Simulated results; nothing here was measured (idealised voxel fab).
Process module under the name voxel gate over fins
Displayed cross-section: cut, width of 170 nm, square cells sized 5 nm.
In this document a cross-section is written as a grid of square cells. It is given as a series of bands, listed from the top down, and a band is one or more rows of cells.
Look at the band entry: it leads with the top's height and the bottom's height in nm. Then it lists the materials left to right, with a width in nm for each. The word "throughout" on a single material says that material fills the band edge to edge. The word "air" is empty space.
Ref level 0: as-received wafer is one material below here. Bottom band extends down with no lower bound ("top 0, no bottom").
Width spec "30..40" -> top row of cells at first value, bottom row at second value, equal per-row change in between.
Take "stayed the same" at face value: in the step it is given for, the cross-section changed in none of its cells.
Empty spaces without an open route to the top, at least 8 cells in extent, make up the entry "Unvented cavities"; each is given as width x height at distance, where the distance is measured from the left edge, and all are in nm.
Step line, after settings: the simulator's comment on this step.
overlay nm: how far to the right of its planned place the mask lay on this masked step (negative: to the left).
THE PROCESS STEPS THAT WERE PLANNED ARE LISTED BELOW
step 1: RECEIVE [material Si]
step 2: CONFORMAL_DEP [material SiN] [thk nm 10]
step 3: DIRECTIONAL_DEP [material aC] [thk nm 10]
step 4: PATTERN [tone cover] [mask id FINS] [material resist] [width nm 15] [pitch nm 60] [thk nm 30] [overlay nm 0]
step 5: DIRECTIONAL_ETCH [etch materials aC] [depth nm 10]
step 6: STRIP [etch materials resist]
step 7: DIRECTIONAL_ETCH [etch materials SiN] [depth nm 10]
step 8: DIRECTIONAL_ETCH [etch materials Si] [depth nm 35]
step 9: STRIP [etch materials aC]
step 10: OXIDIZE [depth nm 5]
step 11: FILL_DEP [material SiO2] [thk nm 5]
step 12: CMP [height nm 10]
step 13: DIRECTIONAL_DEP [material aC] [thk nm 15]
step 14: PATTERN [tone open] [mask id RAIL] [material resist] [width nm 15] [thk nm 30] [overlay nm 0]
step 15: DIRECTIONAL_ETCH [etch materials aC] [depth nm 15]
step 16: STRIP [etch materials resist]
step 17: DIRECTIONAL_ETCH [etch materials SiO2] [depth nm 40]
step 18: STRIP [etch materials aC]
step 19: CONFORMAL_DEP [material TiN] [thk nm 5]
step 20: FILL_DEP [material Ru] [thk nm 10]
step 21: CMP [height nm 10]
step 22: SELECTIVE_ETCH [etch materials W Ru TiN] [depth nm 30]
step 23: FILL_DEP [material SiO2] [thk nm 5]
step 24: CMP [height nm 10]
step 25: SELECTIVE_ETCH [etch materials SiO2] [depth nm 25]
step 26: STRIP [etch materials SiN]
step 27: CONFORMAL_DEP [material HfO2] [thk nm 5]
step 28: CONFORMAL_DEP [material TiN] [thk nm 5]
step 29: CONFORMAL_DEP [material TiAl] [thk nm 5]
step 30: CONFORMAL_DEP [material TiN] [thk nm 5]
step 31: FILL_DEP [material W] [thk nm 15]
step 32: CMP [height nm 30]
step 33: CONFORMAL_DEP [material SiCN] [thk nm 5]
CROSS-SECTION: WAFER ON ARRIVAL = AFTER STEP 1
  top 0, no bottom  Si throughout
  Unvented cavities: none
CROSS-SECTIONAL VIEW OF THE FIRST OF THE TWO WAFERS UPON COMPLETION OF THE MODULE, PROCESSED IN ACCORDANCE WITH THE PLAN
  top 35, bottom 30  SiCN throughout
  top 30, bottom 20  W throughout
  top 20, bottom 15  30 nm W, 45 nm TiN, 15 nm W, 45 nm TiN, 35 nm W
  top 15, bottom 10  30 nm W, 5 nm TiN, 35 nm TiAl, 5 nm TiN, 15 nm W, 5 nm TiN, 35 nm TiAl, 5 nm TiN, 35 nm W
  top 10, bottom 5  30 nm W, 5 nm TiN, 5 nm TiAl, 25 nm TiN, 5 nm TiAl, 5 nm TiN, 15 nm W, 5 nm TiN, 5 nm TiAl, 25 nm TiN, 5 nm TiAl, 5 nm TiN, 35 nm W
  top 5, bottom 0  35 nm TiN, 5 nm TiAl, 5 nm TiN, 15 nm HfO2, 5 nm TiN, 5 nm TiAl, 25 nm TiN, 5 nm TiAl, 5 nm TiN, 15 nm HfO2, 5 nm TiN, 5 nm TiAl, 40 nm TiN
  top 0, bottom -5  40 nm TiAl, 5 nm TiN, 5 nm HfO2, 5 nm Si, 5 nm HfO2, 5 nm TiN, 35 nm TiAl, 5 nm TiN, 5 nm HfO2, 5 nm Si, 5 nm HfO2, 5 nm TiN, 45 nm TiAl
  top -5, bottom -10  45 nm TiN, 5 nm HfO2, 5 nm Si, 5 nm HfO2, 45 nm TiN, 5 nm HfO2, 5 nm Si, 5 nm HfO2, 50 nm TiN
  top -10, bottom -15  50 nm HfO2, 5 nm Si, 55 nm HfO2, 5 nm Si, 55 nm HfO2
  top -15, bottom -20  50 nm SiO2, 5 nm Si, 55 nm SiO2, 5 nm Si, 55 nm SiO2
  top -20, bottom -25  50 nm SiO2, 5 nm Si, 20 nm SiO2, 5 nm TiN, 5 nm Ru, 5 nm TiN, 20 nm SiO2, 5 nm Si, 55 nm SiO2
  top -25, bottom -30  50 nm SiO2, 5 nm Si, 20 nm SiO2, 15 nm TiN, 20 nm SiO2, 5 nm Si, 55 nm SiO2
  top -30, bottom -40  50 nm SiO2, 5 nm Si, 55 nm SiO2, 5 nm Si, 55 nm SiO2
  top -40, no bottom  Si throughout
  Unvented cavities: none
SAME START, SAME PLAN AS THE FIRST WAFER - BUT ONE MISTAKE IN THE RUN. CROSS-SECTION OF THE SECOND OF THE TWO AT THE END OF THE MODULE
  top 35, bottom 30  SiCN throughout
  top 30, bottom 25  20 nm W, 125 nm TiN, 25 nm W
  top 25, bottom 20  20 nm W, 5 nm TiN, 55 nm TiAl, 5 nm TiN, 55 nm TiAl, 5 nm TiN, 25 nm W
  top 20, bottom 15  20 nm W, 5 nm TiN, 5 nm TiAl, 45 nm TiN, 5 nm TiAl, 5 nm TiN, 5 nm TiAl, 45 nm TiN, 5 nm TiAl, 5 nm TiN, 25 nm W
  top 15, bottom 10  25 nm TiN, 5 nm TiAl, 45 nm TiN, 5 nm TiAl, 5 nm TiN, 5 nm TiAl, 45 nm TiN, 5 nm TiAl, 30 nm TiN
  top 10, bottom 5  30 nm TiAl, 45 nm TiN, 15 nm TiAl, 45 nm TiN, 35 nm TiAl
  top 5, bottom 0  45 nm TiN, 15 nm HfO2, 45 nm TiN, 15 nm HfO2, 50 nm TiN
  top 0, bottom -10  45 nm TiN, 5 nm HfO2, 5 nm Si, 5 nm HfO2, 45 nm TiN, 5 nm HfO2, 5 nm Si, 5 nm HfO2, 50 nm TiN
  top -10, bottom -15  50 nm HfO2, 5 nm Si, 55 nm HfO2, 5 nm Si, 55 nm HfO2
  top -15, bottom -20  50 nm SiO2, 5 nm Si, 55 nm SiO2, 5 nm Si, 55 nm SiO2
  top -20, bottom -25  50 nm SiO2, 5 nm Si, 20 nm SiO2, 5 nm TiN, 5 nm Ru, 5 nm TiN, 20 nm SiO2, 5 nm Si, 55 nm SiO2
  top -25, bottom -30  50 nm SiO2, 5 nm Si, 20 nm SiO2, 15 nm TiN, 20 nm SiO2, 5 nm Si, 55 nm SiO2
  top -30, bottom -40  50 nm SiO2, 5 nm Si, 55 nm SiO2, 5 nm Si, 55 nm SiO2
  top -40, no bottom  Si throughout
  Unvented cavities: none
What was done differently from what was planned? step 28, actual vs plan mismatch, actual run CONFORMAL_DEP [material TiN] [thk nm 15]
Looking at both finished wafers in cells, the second ends up ahead of or behind the first on some materials: +89 TiN | -89 W
